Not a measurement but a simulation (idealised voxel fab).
Process module heading - voxel capacitor over wiring
Section cut is 275 nm wide and gridded with 5 nm square cells.
Format of a cross-section: grid, square cells. Given as bands. Order: top down. Band: one or more rows of cells. Top height, bottom height, nm. Materials left to right, width each, nm. Single material + "throughout" = fills band edge to edge. "empty" = empty. We count height from 0. Below that, the starting wafer is all one material. The lowest band never ends at the bottom but goes on down; see "z 0 and below" for how that is written. Read "30->40" as a graded width: first number on top, second number at the bottom, same change between each pair of neighbouring rows. "nothing was modified" after a step means that no cell of the cross-section changed. Listed in "Sealed void inventory": every empty space of 8 or more cells without an open way to the top. Form: width x height at distance, the distance being from the left edge, all in nm. Read whatever lies past the settings on a step's line as the simulator's own remark about the step. For masked steps, "overlay nm" on the step line gives how far right of plan the mask actually lay; a minus sign means it lay to the left.
# This section lists the process steps that were planned
1) RECEIVE, material Si
2) CONFORMAL_DEP, material SiO2, thk nm 15
3) DIRECTIONAL_DEP, material TiN, thk nm 5
4) DIRECTIONAL_DEP, material W, thk nm 15
5) MASKED_ETCH, tone cover, mask id METAL_1, width nm 30, pitch nm 100, etch materials W, depth nm 15, overlay nm 0
6) MASKED_ETCH, tone cover, mask id METAL_1, width nm 30, pitch nm 100, etch materials TiN, depth nm 5, overlay nm 0
7) FILL_DEP, material SiO2, thk nm 10
8) CMP, height nm 35
9) CONFORMAL_DEP, material SiCN, thk nm 5
10) DIRECTIONAL_DEP, material lowk, thk nm 10
11) PATTERN, tone open, mask id PLUG_1, material resist, width nm 15, thk nm 15, overlay nm 0
12) DIRECTIONAL_ETCH, etch materials lowk, depth nm 10
13) DIRECTIONAL_ETCH, etch materials SiCN, depth nm 5
14) STRIP, etch materials resist
15) EPI, material Ru, thk nm 10
16) EPI, material Ru, thk nm 5
17) DIRECTIONAL_DEP, material TiN, thk nm 10
18) DIRECTIONAL_DEP, material SiN, thk nm 5
19) DIRECTIONAL_DEP, material TiN, thk nm 5
20) DIRECTIONAL_DEP, material aC, thk nm 10
21) PATTERN, tone cover, mask id UPPER_PLATE, material resist, width nm 75, thk nm 25, overlay nm 0
22) DIRECTIONAL_ETCH, etch materials aC, depth nm 10
23) STRIP, etch materials resist
24) DIRECTIONAL_ETCH, etch materials TiN, depth nm 5
25) DIRECTIONAL_ETCH, etch materials SiN, depth nm 5
26) STRIP, etch materials aC
27) MASKED_ETCH, tone cover, mask id LOWER_PLATE, width nm 85, etch materials TiN, depth nm 10, overlay nm 0
28) FILL_DEP, material SiO2, thk nm 20
29) CMP, height nm 85
30) MASKED_ETCH, tone open, mask id PLUG_2, width nm 15, etch materials SiO2, depth nm 15, overlay nm 0
31) CONFORMAL_DEP, material TiN, thk nm 5
32) FILL_DEP, material Ru, thk nm 5
33) CMP, height nm 85
34) CONFORMAL_DEP, material SiN, thk nm 5
# This is the cross-section of the wafer as we received it, i.e. after step 1
- z 0 and below: Si throughout
- Sealed void inventory: none
# Final cross-section, module run with one mistake (start and plan as above)
- z 90 to 85: SiN throughout
- z 85 to 75: SiO2: 95->85; TiN: 15->25; SiO2: 165
- z 75 to 70: SiO2: 85; SiN: 25; SiO2: 165
- z 70 to 65: SiO2: 80; TiN: 80; SiO2: 115
- z 65 to 60: SiO2: 80; TiN: 30; SiN: 50; SiO2: 115
- z 60 to 50: SiO2: 75; Ru: 35; TiN: 55; SiO2: 110
- z 50 to 40: lowk: 85; Ru: 15; lowk: 175
- z 40 to 35: SiCN: 85; Ru: 15; SiCN: 175
- z 35 to 20: SiO2: 70; W: 30; SiO2: 70; W: 30; SiO2: 75
- z 20 to 15: SiO2: 70; TiN: 30; SiO2: 70; TiN: 30; SiO2: 75
- z 15 to 0: SiO2 throughout
- z 0 and below: Si throughout
- Sealed void inventory: none
Which mistake was made when the wafer was run? step 15 of the plan was twice carried out
